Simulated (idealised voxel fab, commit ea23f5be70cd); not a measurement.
voxel self aligned contacts: a process module
This is section cut - it's 225 nm across, gridded in 5 nm square cells.
If you're reading a cross-section in this doc, picture square cells in a grid; it comes to you as bands, top ones listed first down to the bottom, and a band can be one or more rows of cells. Basically the band line says how high the top is and how high the bottom is, in nm, and then what's in it from left to right, every material with its width in nm. Empty space shows up as "blank", and if a single material carries "throughout" it runs the full band edge to edge. Below 0: as-received wafer, all one material; heights counted from there. Lowest band: no bottom, goes on down, written "0 down". Top row gets the first number, bottom row gets the second, and each row in between changes by the same step: that is how a band width like "30..40" works. Any step labelled "no change" changed none of the cells in the cross-section. Each empty space that has no open way to the top and spans at least 8 cells appears under "Closed internal voids" as width x height at distance, the distance counted from the left edge, all in nm. Text after the settings on a step's line: the simulator's own remark on that step. What "overlay nm" on a step's line means: if the step has a mask, that mask lay this far to the right of its planned place, or, when the value is negative, to the left.

## Here's what the planned process steps look like
1. RECEIVE | material Si
2. CONFORMAL_DEP | material SiO2 | thk nm 5
3. DIRECTIONAL_DEP | material polySi | thk nm 25
4. DIRECTIONAL_DEP | material SiN | thk nm 15
5. PATTERN | tone cover | mask id GATE | material resist | width nm 35 | pitch nm 60 | thk nm 15 | overlay nm 0
6. DIRECTIONAL_ETCH | etch materials SiN | depth nm 15
7. DIRECTIONAL_ETCH | etch materials polySi | depth nm 25
8. STRIP | etch materials resist
9. CONFORMAL_DEP | material SiN | thk nm 5
10. DIRECTIONAL_ETCH | etch materials SiN | depth nm 5
11. FILL_DEP | material SiO2 | thk nm 20
12. CMP | height nm 55
13. MASKED_ETCH | tone open | mask id CONTACT | width nm 35 | etch materials SiO2 | depth nm 55 | overlay nm 0
14. CONFORMAL_DEP | material TiN | thk nm 5
15. FILL_DEP | material Ru | thk nm 5
16. CMP | height nm 55
17. CONFORMAL_DEP | material SiN | thk nm 5

## Wafer as received: cross-section following step 1
    0 down | Si throughout
    Closed internal voids: none

## Cross-sectional image of the first of two wafers at the end of the module, the run having proceeded as planned
    60 to 55 | SiN throughout
    55 to 45 | SiO2=95  TiN=5..15  Ru=25..5  TiN=5..15  SiO2=95
    45 to 30 | SiO2=60  SiN=45  TiN=5  Ru=5  TiN=5  SiN=45  SiO2=60
    30 to 5 | SiO2=60  SiN=5  polySi=35  SiN=5  TiN=5  Ru=5  TiN=5  SiN=5  polySi=35  SiN=5  SiO2=60
    5 to 0 | SiO2=105  TiN=15  SiO2=105
    0 down | Si throughout
    Closed internal voids: none

## Wafer two, end of module, cross-section. Same start, same plan as wafer one. One mistake in the run
    60 to 55 | SiN throughout
    55 to 50 | SiO2=95  TiN=5  Ru=25  TiN=5  SiO2=95
    50 to 45 | SiO2=95  TiN=35  SiO2=95
    45 to 30 | SiO2=60  SiN=50  TiN=10  SiN=50  SiO2=55
    30 to 5 | SiO2=60  SiN=5  polySi=40  SiN=5  TiN=10  SiN=5  polySi=40  SiN=5  SiO2=55
    5 to 0 | SiO2=110  TiN=10  SiO2=105
    0 down | Si throughout
    Closed internal voids: none
Error vs. plan: step 5 did not happen as planned, as run it was PATTERN | tone cover | mask id GATE | material resist | width nm 40 | pitch nm 60 | thk nm 15 | overlay nm 0
The second wafer ends with more or fewer cells of some materials than the first, per final count: Ru -9, SiN +6, SiO2 -7, polySi +10
